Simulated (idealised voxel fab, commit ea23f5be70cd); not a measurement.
Process module in this document: voxel gate over fins
Square cell edge 5 nm, section width 160 nm, ID cut.
Notation: cross-section as square-cell grid; stated in bands, top first, going down; one or more cell rows per band. A band entry consists of two parts. The first gives the height of the band's top and the height of its bottom, in nm. The rest lists the band's materials from left to right, each with its width in nm. A single material labelled with the word "edge to edge" fills the band from edge to edge, and the word "empty" marks empty space. The level at which height equals 0 is the one under which the wafer, as it arrives, is entirely one material. No lower edge exists for the bottom band, which continues downward and is notated as in "from 0 down". With a width like "30 to 40", each row of cells in the band differs from the next by the same amount, the top row carrying the first number and the bottom row the second. When a step is marked "identical to before", none of the cells in the cross-section changed during that step. Listed in "Fully enclosed voids": every empty space of 8 or more cells without an open way to the top. Form: width x height at distance, the distance being from the left edge, all in nm. Read whatever lies past the settings on a step's line as the simulator's own remark about the step. overlay nm: right-of-plan distance of the mask on a masked step; negative values mean left-of-plan.

Process steps (planned):
step 1: op RECEIVE | material Si
step 2: op CONFORMAL_DEP | material SiN | thk nm 5
step 3: op DIRECTIONAL_DEP | material aC | thk nm 10
step 4: op PATTERN | tone cover | mask id FINS | material resist | width nm 15 | pitch nm 35 | thk nm 30 | overlay nm 0
step 5: op DIRECTIONAL_ETCH | etch materials aC | depth nm 10
step 6: op STRIP | etch materials resist
step 7: op DIRECTIONAL_ETCH | etch materials SiN | depth nm 5
step 8: op DIRECTIONAL_ETCH | etch materials Si | depth nm 30
step 9: op STRIP | etch materials aC
step 10: op OXIDIZE | depth nm 5
step 11: op FILL_DEP | material SiO2 | thk nm 10
step 12: op CMP | height nm 5
step 13: op SELECTIVE_ETCH | etch materials SiO2 | depth nm 15
step 14: op STRIP | etch materials SiN
step 15: op CONFORMAL_DEP | material HfO2 | thk nm 5
step 16: op CONFORMAL_DEP | material TiN | thk nm 5
step 17: op CONFORMAL_DEP | material TiAl | thk nm 5
step 18: op CONFORMAL_DEP | material TiN | thk nm 5
step 19: op FILL_DEP | material W | thk nm 10
step 20: op CMP | height nm 25
step 21: op CONFORMAL_DEP | material SiCN | thk nm 5

Incoming wafer, cross-sectional view, post step 1:
  from 0 down: Si edge to edge
  Fully enclosed voids: none

Cross-sectional result after module completion. Note: starting condition and plan are unchanged from above; one processing mistake was made:
  from 30 to 25: SiCN edge to edge
  from 25 to 20: W edge to edge
  from 20 to 15: 40 of W | 85 of TiN | 35 of W
  from 15 to 10: 40 of W | 5 of TiN | 75 of TiAl | 5 of TiN | 35 of W
  from 10 to 5: 45 of TiN | 5 of TiAl | 30 of TiN | 5 of TiAl | 30 of TiN | 5 of TiAl | 40 of TiN
  from 5 to 0: 50 of TiAl | 5 of TiN | 20 of HfO2 | 5 of TiN | 5 of TiAl | 5 of TiN | 20 of HfO2 | 5 of TiN | 45 of TiAl
  from 0 to -5: 55 of TiN | 5 of HfO2 | 10 of Si | 5 of HfO2 | 15 of TiN | 5 of HfO2 | 10 of Si | 5 of HfO2 | 50 of TiN
  from -5 to -10: 60 of HfO2 | 10 of Si | 25 of HfO2 | 10 of Si | 55 of HfO2
  from -10 to -35: 60 of SiO2 | 10 of Si | 25 of SiO2 | 10 of Si | 55 of SiO2
  from -35 down: Si edge to edge
  Fully enclosed voids: none
Misprocessing identified: step 4 changed vs plan, executed as op PATTERN | tone cover | mask id FINS | material resist | width nm 20 | pitch nm 35 | thk nm 30 | overlay nm 0
